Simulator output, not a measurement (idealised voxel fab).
The process module that follows is named voxel double patterning.
The figure presents cross-section cut, which has a width of 150 nm and is divided into square cells with an edge length of 5 nm.
Format of a cross-section: grid, square cells. Given as bands. Order: top down. Band: one or more rows of cells. Heights first: top, then bottom, in nm. Then materials, left to right, each with a width in nm. "everywhere" on a single material: fills the band edge to edge. "air": empty space. Measure heights from 0. That's the level where, below it, the as-received wafer is all one material. The lowest band is bottomless and extends downward; write it as in "0 and below". When a width is written as two numbers, as in "30 to 40", the first number is the width in the top row of cells of the band and the second is the width in its bottom row, and the width changes by the same amount from each row to the next. For the purposes of this document, the phrase "nothing was modified" attached to a step denotes that no cell within the cross-section was modified by that step. Voids not open to the top, 8 cells minimum: see "Enclosed void listing". Written width x height at distance; distance is from the left edge; nm. Where a step's line continues beyond its settings, the continuation is a remark by the simulator itself on that step. Regarding "overlay nm": on a step with a mask, it is the distance the mask lay to the right of its planned place; a negative value places it to the left.
### Steps planned for the process
1,RECEIVE | material Si
2,CONFORMAL_DEP | material SiN | thk nm 5
3,DIRECTIONAL_DEP | material SiO2 | thk nm 20
4,DIRECTIONAL_DEP | material SiCN | thk nm 5
5,DIRECTIONAL_DEP | material aC | thk nm 10
6,PATTERN | tone open | mask id FIRST | material resist | width nm 15 | pitch nm 50 | thk nm 25 | overlay nm 0
7,DIRECTIONAL_ETCH | etch materials aC | depth nm 10
8,STRIP | etch materials resist
9,DIRECTIONAL_ETCH | etch materials SiCN | depth nm 5
10,STRIP | etch materials aC
11,PATTERN | tone open | mask id SECOND | material resist | width nm 15 | pitch nm 50 | thk nm 15 | overlay nm 0
12,DIRECTIONAL_ETCH | etch materials SiCN | depth nm 5
13,STRIP | etch materials resist
14,DIRECTIONAL_ETCH | etch materials SiO2 | depth nm 20
15,STRIP | etch materials SiCN
### Received-state cross-section, reflecting completion of step 1
	0 and below  Si everywhere
	Enclosed void listing: none
### The cross-section shown corresponds to the wafer at the conclusion of the module. The initial structure and the process plan are those presented above; however, one mistake occurred in executing the plan
	25 down to 20  SiN everywhere
	20 down to 0  SiO2 everywhere
	0 and below  Si everywhere
	Enclosed void listing: none
In executing the process, a mistake was made relative to the plan: steps 2 and 3 of the plan were run in the wrong order, each in the other's place
